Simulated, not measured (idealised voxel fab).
Proc. module: voxel plated lines
The cross-section shown here is cut; it is 215 nm wide and divided into square cells measuring 5 nm on a side.
Cross-section = grid of square cells, listed top down in bands; band = one or more rows. Top, bottom (nm), then materials left to right with widths (nm); lone material tagged "full width" fills the whole band edge to edge; "air" = empty space. Ref level 0: as-received wafer is one material below here. Bottom band extends down with no lower bound ("0 -> down"). A width such as "30 to 40" changes by the same amount from each row of cells to the next, from the band's top row to its bottom row. "stayed the same" for a step: no cell of the cross-section changed in that step. In the "Fully sealed voids" entry, you get each enclosed empty space of 8 cells or more, one with no open way to the top, written width x height at distance, distance from the left edge, in nm. If you see something after the settings on a step's line, that's the simulator's own remark about that step. "overlay nm" answers the question of how far to the right of plan the mask lay on a step that has a mask, and when it is negative the answer is to the left.
List of planned process steps:
| 1 | RECEIVE [material Si] |
| 2 | CONFORMAL_DEP [material SiO2] [thk nm 5] |
| 3 | DIRECTIONAL_DEP [material TiN] [thk nm 5] |
| 4 | PATTERN [tone open] [mask id LINES] [material resist] [width nm 30] [pitch nm 60] [thk nm 35] [overlay nm 0] |
| 5 | EPI [material Ru] [thk nm 10] |
| 6 | EPI [material Ru] [thk nm 5] |
| 7 | EPI [material Ru] [thk nm 10] |
| 8 | STRIP [etch materials resist] |
| 9 | DIRECTIONAL_ETCH [etch materials TiN] [depth nm 5] |
| 10 | CONFORMAL_DEP [material SiCN] [thk nm 5] |
So this is the incoming wafer in cross-section - it's already been through step 1:
* 0 -> down | Si full width
* Fully sealed voids: none
This is how the wafer looks in cross-section once the module is done, given the starting state and plan above and one mistake in carrying the plan out:
* 40 -> 35 | 55 of air | 40 of SiCN | 20 of air | 40 of SiCN | 60 of air
* 35 -> 10 | 55 of air | 5 of SiCN | 30 of Ru | 5 of SiCN | 20 of air | 5 of SiCN | 30 of Ru | 5 of SiCN | 60 of air
* 10 -> 5 | 60 of SiCN | 30 of TiN | 30 of SiCN | 30 of TiN | 65 of SiCN
* 5 -> 0 | Ru full width
* 0 -> down | Si full width
* Fully sealed voids: none
Run error: step 2 did not use the planned setting and instead ran as CONFORMAL_DEP [material Ru] [thk nm 5]
